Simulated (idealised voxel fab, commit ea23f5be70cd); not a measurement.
Process module name: voxel fin reveal
Square cells of 5 nm make up the cross-section cut, whose width is 260 nm.
Just so we're on the same page, the cross-sections are grids of square cells, and they're listed out in bands top to bottom, each band one or more rows deep.
In this notation a band is specified by the heights of its top and bottom, in that order and in nm, after which its materials appear from left to right, each paired with its width in nm. The word "throughout" attached to a single material means that material fills the band from edge to edge; the word "blank" stands for empty space.
Below 0: as-received wafer, all one material; heights counted from there. Lowest band: no bottom, goes on down, written "0 down".
Quick explanation for "30->40": the width changes in equal steps down the rows of cells, from the first number in the band's top row to the second number in its bottom row.
Reading "no alteration" for a step: not a cell of the cross-section changed in it.
This entry, "Internal closed voids", enumerates those empty regions of no fewer than 8 cells that possess no open connection to the top. Each region is reported in the form width x height at distance, the distance being taken from the left edge, with all three quantities expressed in nm.
On each step's line, the part that comes after the settings is the simulator's own comment on the step.
Each step line may optionally specify "overlay nm", which for a step with a mask gives the rightward distance between the mask's planned place and where it lay, a negative value indicating the leftward direction.
### plan
1 RECEIVE [material Si]
2 CONFORMAL_DEP [material SiN] [thk nm 5]
3 DIRECTIONAL_DEP [material aC] [thk nm 10]
4 PATTERN [tone cover] [mask id FINS] [material resist] [width nm 15] [pitch nm 35] [thk nm 25] [overlay nm 0]
5 DIRECTIONAL_ETCH [etch materials aC] [depth nm 5]
6 STRIP [etch materials resist]
7 DIRECTIONAL_ETCH [etch materials SiN] [depth nm 5]
8 DIRECTIONAL_ETCH [etch materials Si] [depth nm 35]
9 STRIP [etch materials aC]
10 FILL_DEP [material SiO2] [thk nm 5]
11 CMP [height nm 5]
12 SELECTIVE_ETCH [etch materials SiO2] [depth nm 25]
13 STRIP [etch materials SiN]
14 CONFORMAL_DEP [material HfO2] [thk nm 5]
For this document, wafers share an identical start and vary in the step 5 depth nm; the plan quotes the first wafer's value.
### The as-received cross-section of the first of several wafers corresponds to the state after step 1
  0 down = Si throughout
  Internal closed voids: none
### For your reference, the table is organized with a row per wafer; each row reflects the wafer at the end of the module, indicating for each material the cells gained (+) or lost (-) since receipt, and thereafter its closed voids
depth nm 5 | +52 HfO2 | Internal closed voids: none
depth nm 10 | +84 HfO2 | -280 Si | +120 SiO2 | Internal closed voids: none
depth nm 15 | +84 HfO2 | -280 Si | +120 SiO2 | Internal closed voids: none
depth nm 20 | +84 HfO2 | -280 Si | +120 SiO2 | Internal closed voids: none
depth nm 25 | +84 HfO2 | -280 Si | +120 SiO2 | Internal closed voids: none
